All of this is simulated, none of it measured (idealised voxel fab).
process module | voxel ribs on slabs
cross-section cut | 140 nm wide | cells 5 nm
A cross-section is a grid of square cells, given in bands from the top down. A band is one or more rows of cells.
Each band's line starts with the height of the band's top and of its bottom, in nm. Then come its materials from left to right, each with its width in nm. One material with "throughout" fills the band from edge to edge. "air" is empty space.
Height 0 is the level under which the wafer as received is all one material. The lowest band goes on downwards, as in "0 down".
A width such as "30 to 40" changes by the same amount from each row of cells to the next, from the band's top row to its bottom row.
"no change" after a step means that no cell of the cross-section changed.
closed voids: empty space of 8 cells or more with no open way to the top, each as width x height at its distance from the left edge, in nm
after a step's settings: what the simulator itself notes on the step
overlay nm, on a step with a mask: how far to the right of its planned place the mask lay; to the left if negative
plan
1 op RECEIVE | material Si
2 op DIRECTIONAL_DEP | material SiO2 | thk nm 20
3 op DIRECTIONAL_DEP | material polySi | thk nm 25
4 op PATTERN | tone cover | mask id RIB | material resist | width nm 30 | thk nm 15 | overlay nm 0
5 op DIRECTIONAL_ETCH | etch materials polySi | depth nm 10
6 op STRIP | etch materials resist
7 op DIRECTIONAL_DEP | material aC | thk nm 15
8 op PATTERN | tone cover | mask id SLAB | material resist | width nm 80 | thk nm 30 | overlay nm 0
9 op DIRECTIONAL_ETCH | etch materials aC | depth nm 15
10 op STRIP | etch materials resist
11 op DIRECTIONAL_ETCH | etch materials polySi | depth nm 15
12 op STRIP | etch materials aC
13 op FILL_DEP | material SiO2 | thk nm 25
14 op CMP | height nm 60
15 op DIRECTIONAL_DEP | material W | thk nm 10
16 op MASKED_ETCH | tone cover | mask id HEATER | width nm 40 | etch materials W | depth nm 10 | overlay nm 0
17 op CONFORMAL_DEP | material SiN | thk nm 10
varied across the wafers: width nm of step 8. The plan shows the first wafer's value. All wafers start alike
first wafer as received, after step 1
  0 down: Si throughout
  closed voids: none
each wafer at the end: cells of each material gained (+) or lost (-) since it was received, then its closed voids
width nm 80 | +64 SiN | +276 SiO2 | +16 W | +60 polySi | closed voids: none
width nm 85 | +64 SiN | +273 SiO2 | +16 W | +63 polySi | closed voids: none
width nm 90 | +64 SiN | +270 SiO2 | +16 W | +66 polySi | closed voids: none
width nm 95 | +64 SiN | +267 SiO2 | +16 W | +69 polySi | closed voids: none
width nm 100 | +64 SiN | +264 SiO2 | +16 W | +72 polySi | closed voids: none
width nm 105 | +64 SiN | +261 SiO2 | +16 W | +75 polySi | closed voids: none
